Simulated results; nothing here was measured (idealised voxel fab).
The document below concerns the process module designated voxel air gaps.
For reference, the cross-section in this document is cut, with width 205 nm and square cells of 5 nm.
Just so we're on the same page, the cross-sections are grids of square cells, and they're listed out in bands top to bottom, each band one or more rows deep. In this notation a band is specified by the heights of its top and bottom, in that order and in nm, after which its materials appear from left to right, each paired with its width in nm. The word "throughout" attached to a single material means that material fills the band from edge to edge; the word "empty" stands for empty space. Below 0: as-received wafer, all one material; heights counted from there. Lowest band: no bottom, goes on down, written "z 0 and below". When a width is written as two numbers, as in "30 to 40", the first number is the width in the top row of cells of the band and the second is the width in its bottom row, and the width changes by the same amount from each row to the next. A step reported as "no modification" is a step in which no cell of the cross-section changed. Each empty space that has no open way to the top and spans at least 8 cells appears under "Voids, enclosed" as width x height at distance, the distance counted from the left edge, all in nm. Whatever follows a step's settings on its line is a remark the simulator itself makes about that step. For masked steps, "overlay nm" on the step line gives how far right of plan the mask actually lay; a minus sign means it lay to the left.
## Here's what the planned process steps look like
1: RECEIVE with material Si
2: CONFORMAL_DEP with material SiO2, thk nm 10
3: CONFORMAL_DEP with material SiCN, thk nm 5
4: DIRECTIONAL_DEP with material SiO2, thk nm 30
5: PATTERN with tone open, mask id LINES, material resist, width nm 20, pitch nm 45, thk nm 20, overlay nm 0
6: DIRECTIONAL_ETCH with etch materials SiO2, depth nm 30
7: STRIP with etch materials resist
8: CONFORMAL_DEP with material TiN, thk nm 5
9: FILL_DEP with material Cu, thk nm 10
10: CMP with height nm 45
11: EPI with material Ru, thk nm 10
12: SELECTIVE_ETCH with etch materials SiO2, depth nm 40
13: CONFORMAL_DEP with material SiCN, thk nm 5
## Incoming wafer, cross-sectional view, post step 1
	z 0 and below = Si throughout
	Voids, enclosed: none
## The first of the two wafers as seen in cross-section once the module was finished; processing followed the plan
	z 60 to 55 = empty 30 nm  SiCN 140 nm  empty 35 nm
	z 55 to 45 = empty 30 nm  SiCN 5 nm  Ru 40 nm  SiCN 5 nm  Ru 40 nm  SiCN 5 nm  Ru 40 nm  SiCN 5 nm  empty 35 nm
	z 45 to 40 = empty 30 nm  SiCN 15 nm  TiN 5 nm  Cu 10 nm  TiN 5 nm  SiCN 25 nm  TiN 5 nm  Cu 10 nm  TiN 5 nm  SiCN 25 nm  TiN 5 nm  Cu 10 nm  TiN 5 nm  SiCN 15 nm  empty 35 nm
	z 40 to 20 = empty 40 nm  SiCN 5 nm  TiN 5 nm  Cu 10 nm  TiN 5 nm  SiCN 5 nm  empty 15 nm  SiCN 5 nm  TiN 5 nm  Cu 10 nm  TiN 5 nm  SiCN 5 nm  empty 15 nm  SiCN 5 nm  TiN 5 nm  Cu 10 nm  TiN 5 nm  SiCN 5 nm  empty 45 nm
	z 20 to 15 = SiCN 45 nm  TiN 20 nm  SiCN 25 nm  TiN 20 nm  SiCN 25 nm  TiN 20 nm  SiCN 50 nm
	z 15 to 10 = SiCN throughout
	z 10 to 0 = SiO2 throughout
	z 0 and below = Si throughout
	Voids, enclosed: 15 x 20 at 70; 15 x 20 at 115
## Wafer two (of two), end-of-module cross-section: start = wafer one, plan = wafer one, one run mistake
	z 55 to 45 = empty 35 nm  Ru 40 nm  empty 5 nm  Ru 40 nm  empty 5 nm  Ru 40 nm  empty 40 nm
	z 45 to 20 = empty 45 nm  TiN 5 nm  Cu 10 nm  TiN 5 nm  empty 25 nm  TiN 5 nm  Cu 10 nm  TiN 5 nm  empty 25 nm  TiN 5 nm  Cu 10 nm  TiN 5 nm  empty 50 nm
	z 20 to 15 = empty 45 nm  TiN 20 nm  empty 25 nm  TiN 20 nm  empty 25 nm  TiN 20 nm  empty 50 nm
	z 15 to 10 = SiCN throughout
	z 10 to 0 = SiO2 throughout
	z 0 and below = Si throughout
	Voids, enclosed: none
Short version of what went wrong: plan step 13 never ran because it was skipped
Looking at both finished wafers in cells, the second ends up ahead of or behind the first on some materials: 105 fewer of SiCN
Quick summary for you: first wafer finishes at 2 closed voids, second at 0.
